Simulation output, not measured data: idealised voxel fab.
process module | voxel tone inversion
cross-section cut | 275 nm wide | cells 5 nm
A cross-section is a grid of square cells, given in bands from the top down. A band is one or more rows of cells.
Each band's line starts with the height of the band's top and of its bottom, in nm. Then come its materials from left to right, each with its width in nm. One material with "throughout" fills the band from edge to edge. "air" is empty space.
Height 0 is the level under which the wafer as received is all one material. The lowest band goes on downwards, as in "0 down".
A width such as "30 to 40" changes by the same amount from each row of cells to the next, from the band's top row to its bottom row.
"no change" after a step means that no cell of the cross-section changed.
closed voids: empty space of 8 cells or more with no open way to the top, each as width x height at its distance from the left edge, in nm
after a step's settings: what the simulator itself notes on the step
overlay nm, on a step with a mask: how far to the right of its planned place the mask lay; to the left if negative
plan
1 op RECEIVE | material Si
2 op CONFORMAL_DEP | material SiCN | thk nm 10
3 op DIRECTIONAL_DEP | material polySi | thk nm 15
4 op PATTERN | tone cover | mask id POSTS | material resist | width nm 20 | pitch nm 40 | thk nm 25 | overlay nm 0
5 op DIRECTIONAL_ETCH | etch materials polySi | depth nm 15
6 op STRIP | etch materials resist
7 op FILL_DEP | material lowk | thk nm 10
8 op CMP | height nm 25
9 op STRIP | etch materials polySi
10 op CONFORMAL_DEP | material TiN | thk nm 5
11 op FILL_DEP | material Ru | thk nm 10
12 op CMP | height nm 25
13 op CONFORMAL_DEP | material SiN | thk nm 5
as received, after step 1
  0 down: Si throughout
  closed voids: none
first wafer at the end, as planned
  30 to 25: SiN throughout
  25 to 15: lowk 65 | TiN 5 | Ru 10 | TiN 5 | lowk 20 | TiN 5 | Ru 10 | TiN 5 | lowk 20 | TiN 5 | Ru 10 | TiN 5 | lowk 20 | TiN 5 | Ru 10 | TiN 5 | lowk 70
  15 to 10: lowk 65 | TiN 20 | lowk 20 | TiN 20 | lowk 20 | TiN 20 | lowk 20 | TiN 20 | lowk 70
  10 to 0: SiCN throughout
  0 down: Si throughout
  closed voids: none
second wafer at the end: like start, like plan, one mistake
  40 to 35: SiN throughout
  35 to 30: Ru throughout
  30 to 25: TiN 70 | Ru 10 | TiN 30 | Ru 10 | TiN 30 | Ru 10 | TiN 30 | Ru 10 | TiN 75
  25 to 15: lowk 65 | TiN 5 | Ru 10 | TiN 5 | lowk 20 | TiN 5 | Ru 10 | TiN 5 | lowk 20 | TiN 5 | Ru 10 | TiN 5 | lowk 20 | TiN 5 | Ru 10 | TiN 5 | lowk 70
  15 to 10: lowk 65 | TiN 20 | lowk 20 | TiN 20 | lowk 20 | TiN 20 | lowk 20 | TiN 20 | lowk 70
  10 to 0: SiCN throughout
  0 down: Si throughout
  closed voids: none
what went wrong: step 12 ran as: op CMP | height nm 35
at the end the second wafer has, in cells: 63 more of Ru | 47 more of TiN
